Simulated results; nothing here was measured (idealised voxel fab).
The following process module bears the name voxel fin reveal.
It is cross-section cut that appears here, measuring 200 nm in width, its square cells being 5 nm in size.
Throughout this document, each cross-section is represented as a grid of square cells and is presented as a sequence of bands enumerated from the top downward, where a band comprises one or more rows of cells.
Read a band's entry like this: the first values are the height of its top and the height of its bottom in nm, and what follows is the sequence of materials from left to right, each with its width in nm. Note that "blank" is empty space, and that a single material marked "all across" reaches across the band from edge to edge.
Note: height 0 marks the level under which the wafer is uniformly one material as received. Lowest band unbounded below, written "0 -> down".
Read "30 to 40" as a graded width: first number on top, second number at the bottom, same change between each pair of neighbouring rows.
When a step is marked "stayed the same", none of the cells in the cross-section changed during that step.
Any empty space of 8 cells or more lacking an open way to the top shows up in "Enclosed void entries" as width x height at distance, distance from the left edge, in nm.
Note: text after step settings on the step line = simulator remark on that step.
overlay nm: on a step with a mask, how far right of its planned place the mask lay; negative means left.
-- List of planned process steps
step 1: op RECEIVE | material Si
step 2: op CONFORMAL_DEP | material SiN | thk nm 5
step 3: op MASKED_ETCH | tone cover | mask id FINS | width nm 15 | pitch nm 40 | etch materials SiN | depth nm 5 | overlay nm 0
step 4: op MASKED_ETCH | tone cover | mask id FINS | width nm 15 | pitch nm 40 | etch materials Si | depth nm 40 | overlay nm 0
step 5: op OXIDIZE | depth nm 5
step 6: op FILL_DEP | material SiO2 | thk nm 5
step 7: op CMP | height nm 5
step 8: op SELECTIVE_ETCH | etch materials SiO2 | depth nm 20
step 9: op STRIP | etch materials SiN
-- Incoming wafer, cross-sectional view, post step 1
> 0 -> down | Si all across
> Enclosed void entries: none
-- The first of the two wafers as seen in cross-section once the module was finished; processing followed the plan
> 0 -> -15 | blank=55 / Si=5 / blank=35 / Si=5 / blank=35 / Si=5 / blank=60
> -15 -> -45 | SiO2=55 / Si=5 / SiO2=35 / Si=5 / SiO2=35 / Si=5 / SiO2=60
> -45 -> down | Si all across
> Enclosed void entries: none
-- second wafer at the end: like start, like plan, one mistake
> 0 -> -5 | blank=55 / Si=5 / blank=35 / Si=5 / blank=35 / Si=5 / blank=60
> -5 -> -45 | SiO2=55 / Si=5 / SiO2=35 / Si=5 / SiO2=35 / Si=5 / SiO2=60
> -45 -> down | Si all across
> Enclosed void entries: none
What broke from the plan during processing? not per plan at step 8, really ran op SELECTIVE_ETCH | etch materials SiO2 | depth nm 10
Materials where the second wafer ends with more or fewer cells than the first: SiO2: 74 more
